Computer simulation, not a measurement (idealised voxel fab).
process module | voxel self aligned vias
cross-section cut | 300 nm wide | cells 5 nm
A cross-section is a grid of square cells, given in bands from the top down. A band is one or more rows of cells.
Each band's line starts with the height of the band's top and of its bottom, in nm. Then come its materials from left to right, each with its width in nm. One material with "throughout" fills the band from edge to edge. "air" is empty space.
Height 0 is the level under which the wafer as received is all one material. The lowest band goes on downwards, as in "0 down".
A width such as "30 to 40" changes by the same amount from each row of cells to the next, from the band's top row to its bottom row.
"no change" after a step means that no cell of the cross-section changed.
closed voids: empty space of 8 cells or more with no open way to the top, each as width x height at its distance from the left edge, in nm
after a step's settings: what the simulator itself notes on the step
overlay nm, on a step with a mask: how far to the right of its planned place the mask lay; to the left if negative
plan
1 op RECEIVE | material Si
2 op CONFORMAL_DEP | material SiO2 | thk nm 10
3 op CONFORMAL_DEP | material SiCN | thk nm 5
4 op DIRECTIONAL_DEP | material lowk | thk nm 25
5 op PATTERN | tone open | mask id LINES | material resist | width nm 25 | pitch nm 50 | thk nm 20 | overlay nm 0
6 op DIRECTIONAL_ETCH | etch materials lowk | depth nm 25
7 op STRIP | etch materials resist
8 op CONFORMAL_DEP | material TiN | thk nm 5
9 op FILL_DEP | material W | thk nm 5
10 op CMP | height nm 40
11 op SELECTIVE_ETCH | etch materials W Ru TiN | depth nm 5
12 op FILL_DEP | material SiN | thk nm 10
13 op CMP | height nm 40
14 op DIRECTIONAL_DEP | material lowk | thk nm 15
15 op MASKED_ETCH | tone open | mask id VIAS | width nm 35 | pitch nm 50 | etch materials lowk | depth nm 15 | overlay nm 0
16 op MASKED_ETCH | tone open | mask id VIAS | width nm 35 | pitch nm 50 | etch materials SiN | depth nm 5 | overlay nm 0
17 op CONFORMAL_DEP | material TiN | thk nm 5
18 op FILL_DEP | material Cu | thk nm 10
19 op CMP | height nm 55
20 op CONFORMAL_DEP | material SiN | thk nm 5
as received, after step 1
  0 down: Si throughout
  closed voids: none
a wafer at the end: this start, this plan, one mistake
  60 to 55: SiN throughout
  55 to 45: lowk 105 | TiN 5 | Cu 25 | TiN 5 | lowk 15 | TiN 5 | Cu 25 | TiN 5 | lowk 110
  45 to 40: lowk 105 | TiN 10 | Cu 15 | TiN 10 | lowk 15 | TiN 10 | Cu 15 | TiN 10 | lowk 110
  40 to 35: lowk 110 | TiN 25 | lowk 25 | TiN 25 | lowk 115
  35 to 20: lowk 110 | TiN 5 | W 15 | TiN 5 | lowk 25 | TiN 5 | W 15 | TiN 5 | lowk 115
  20 to 15: lowk 110 | TiN 25 | lowk 25 | TiN 25 | lowk 115
  15 to 5: SiO2 throughout
  5 to 0: SiCN throughout
  0 down: Si throughout
  closed voids: none
what went wrong: steps 2 and 3 were swapped
